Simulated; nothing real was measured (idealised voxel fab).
process module | voxel self aligned vias
cross-section cut | 275 nm wide | cells 5 nm
A cross-section is a grid of square cells, given in bands from the top down. A band is one or more rows of cells.
Each band's line starts with the height of the band's top and of its bottom, in nm. Then come its materials from left to right, each with its width in nm. One material with "throughout" fills the band from edge to edge. "air" is empty space.
Height 0 is the level under which the wafer as received is all one material. The lowest band goes on downwards, as in "0 down".
A width such as "30 to 40" changes by the same amount from each row of cells to the next, from the band's top row to its bottom row.
"no change" after a step means that no cell of the cross-section changed.
closed voids: empty space of 8 cells or more with no open way to the top, each as width x height at its distance from the left edge, in nm
after a step's settings: what the simulator itself notes on the step
overlay nm, on a step with a mask: how far to the right of its planned place the mask lay; to the left if negative
plan
1 op RECEIVE | material Si
2 op CONFORMAL_DEP | material SiO2 | thk nm 15
3 op CONFORMAL_DEP | material SiCN | thk nm 5
4 op DIRECTIONAL_DEP | material lowk | thk nm 20
5 op PATTERN | tone open | mask id LINES | material resist | width nm 25 | pitch nm 60 | thk nm 15 | overlay nm 0
6 op DIRECTIONAL_ETCH | etch materials lowk | depth nm 20
7 op STRIP | etch materials resist
8 op CONFORMAL_DEP | material TiN | thk nm 5
9 op FILL_DEP | material Ru | thk nm 5
10 op CMP | height nm 40
11 op SELECTIVE_ETCH | etch materials W Ru TiN | depth nm 10
12 op FILL_DEP | material SiN | thk nm 5
13 op CMP | height nm 40
14 op DIRECTIONAL_DEP | material lowk | thk nm 15
15 op PATTERN | tone open | mask id VIAS | material resist | width nm 35 | pitch nm 60 | thk nm 15 | overlay nm 0
16 op DIRECTIONAL_ETCH | etch materials lowk | depth nm 15
17 op DIRECTIONAL_ETCH | etch materials SiN | depth nm 10
18 op STRIP | etch materials resist
19 op CONFORMAL_DEP | material TiN | thk nm 5
20 op FILL_DEP | material Cu | thk nm 10
21 op CMP | height nm 55
22 op CONFORMAL_DEP | material SiCN | thk nm 5
as received, after step 1
  0 down: Si throughout
  closed voids: none
first wafer at the end, as planned
  60 to 55: SiCN throughout
  55 to 45: lowk 90 | TiN 5 | Cu 25 | TiN 5 | lowk 25 | TiN 5 | Cu 25 | TiN 5 | lowk 90
  45 to 35: lowk 90 to 95 | TiN 10 to 5 | Cu 15 | TiN 10 to 5 | lowk 25 to 35 | TiN 10 to 5 | Cu 15 | TiN 10 to 5 | lowk 90 to 95
  35 to 30: lowk 95 | TiN 25 | lowk 35 | TiN 25 | lowk 95
  30 to 25: lowk 95 | TiN 5 | Ru 15 | TiN 5 | lowk 35 | TiN 5 | Ru 15 | TiN 5 | lowk 95
  25 to 20: lowk 95 | TiN 25 | lowk 35 | TiN 25 | lowk 95
  20 to 15: SiCN throughout
  15 to 0: SiO2 throughout
  0 down: Si throughout
  closed voids: none
second wafer at the end: like start, like plan, one mistake
  60 to 55: SiCN throughout
  55 to 45: lowk 90 | TiN 5 | Cu 25 | TiN 5 | lowk 25 | TiN 5 | Cu 25 | TiN 5 | lowk 90
  45 to 40: lowk 90 | TiN 35 | lowk 25 | TiN 35 | lowk 90
  40 to 30: SiN 90 | TiN 5 | lowk 25 | TiN 5 | SiN 25 | TiN 5 | lowk 25 | TiN 5 | SiN 90
  30 to 25: Ru 90 | TiN 5 | lowk 25 | TiN 5 | Ru 25 | TiN 5 | lowk 25 | TiN 5 | Ru 90
  25 to 20: TiN 95 | lowk 25 | TiN 35 | lowk 25 | TiN 95
  20 to 15: SiCN throughout
  15 to 0: SiO2 throughout
  0 down: Si throughout
  closed voids: none
what went wrong: step 5 ran as: op PATTERN | tone cover | mask id LINES | material resist | width nm 25 | pitch nm 60 | thk nm 15 | overlay nm 0
at the end the second wafer has, in cells: 12 fewer of Cu | 35 more of Ru | 82 more of SiN | 35 more of TiN | 140 fewer of lowk
